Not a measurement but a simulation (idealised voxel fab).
Process module, titled voxel trench capacitor
Section cut is 275 nm wide and gridded with 5 nm square cells.
For the purposes of this document, a cross-section shall be understood as a grid of square cells, specified as bands listed in top-to-bottom order, each band consisting of one or more rows of cells. Heights first: top, then bottom, in nm. Then materials, left to right, each with a width in nm. "edge to edge" on a single material: fills the band edge to edge. "empty": empty space. Heights from 0 (as-received wafer is one material below). Bottom band endless downward, as "0..down". The two numbers in a width such as "30 to 40" mark its ends across the band: the first belongs to the top row of cells, the second to the bottom row, and from each row to the next the width moves by the same amount. "no change occurred", as given for a step, is the statement that not any cell of the cross-section underwent a change during that step. Look at "Closed cavities" for the closed voids: empty spaces with no open path to the top, sized 8 cells or up. Each is width x height at distance, distance from the left edge, all nm. On a step's line, text after the settings is the simulator commenting on that step. Each step line may optionally specify "overlay nm", which for a step with a mask gives the rightward distance between the mask's planned place and where it lay, a negative value indicating the leftward direction.

Process steps foreseen in the plan:
1. RECEIVE: material Si
2. CONFORMAL_DEP: material SiN, thk nm 10
3. MASKED_ETCH: tone open, mask id TRENCH, width nm 30, pitch nm 60, etch materials SiN, depth nm 10, overlay nm 0
4. MASKED_ETCH: tone open, mask id TRENCH, width nm 30, pitch nm 60, etch materials Si, depth nm 25, overlay nm 0
5. CONFORMAL_DEP: material Al2O3, thk nm 5
6. CONFORMAL_DEP: material TiN, thk nm 5
7. FILL_DEP: material W, thk nm 10
8. CMP: height nm 10

Cross-sectional view of the wafer in its as-received condition, corresponding to the state after step 1:
  0..down: Si edge to edge
  Closed cavities: none

Wafer at module end, in section. Began as above, planned as above, run with one mistake:
  10..0: SiN (30) | Al2O3 (5) | TiN (5) | W (10) | TiN (5) | Al2O3 (5) | SiN (30) | Al2O3 (5) | TiN (5) | W (10) | TiN (5) | Al2O3 (5) | SiN (30) | Al2O3 (5) | TiN (5) | W (10) | TiN (5) | Al2O3 (5) | SiN (30) | Al2O3 (5) | TiN (5) | W (10) | TiN (5) | Al2O3 (5) | SiN (35)
  0..-40: Si (30) | Al2O3 (5) | TiN (5) | W (10) | TiN (5) | Al2O3 (5) | Si (30) | Al2O3 (5) | TiN (5) | W (10) | TiN (5) | Al2O3 (5) | Si (30) | Al2O3 (5) | TiN (5) | W (10) | TiN (5) | Al2O3 (5) | Si (30) | Al2O3 (5) | TiN (5) | W (10) | TiN (5) | Al2O3 (5) | Si (35)
  -40..-45: Si (30) | Al2O3 (5) | TiN (20) | Al2O3 (5) | Si (30) | Al2O3 (5) | TiN (20) | Al2O3 (5) | Si (30) | Al2O3 (5) | TiN (20) | Al2O3 (5) | Si (30) | Al2O3 (5) | TiN (20) | Al2O3 (5) | Si (35)
  -45..-50: Si (30) | Al2O3 (30) | Si (30) | Al2O3 (30) | Si (30) | Al2O3 (30) | Si (30) | Al2O3 (30) | Si (35)
  -50..down: Si edge to edge
  Closed cavities: none
In executing the process, a mistake was made relative to the plan: step 4 of the plan was carried out twice
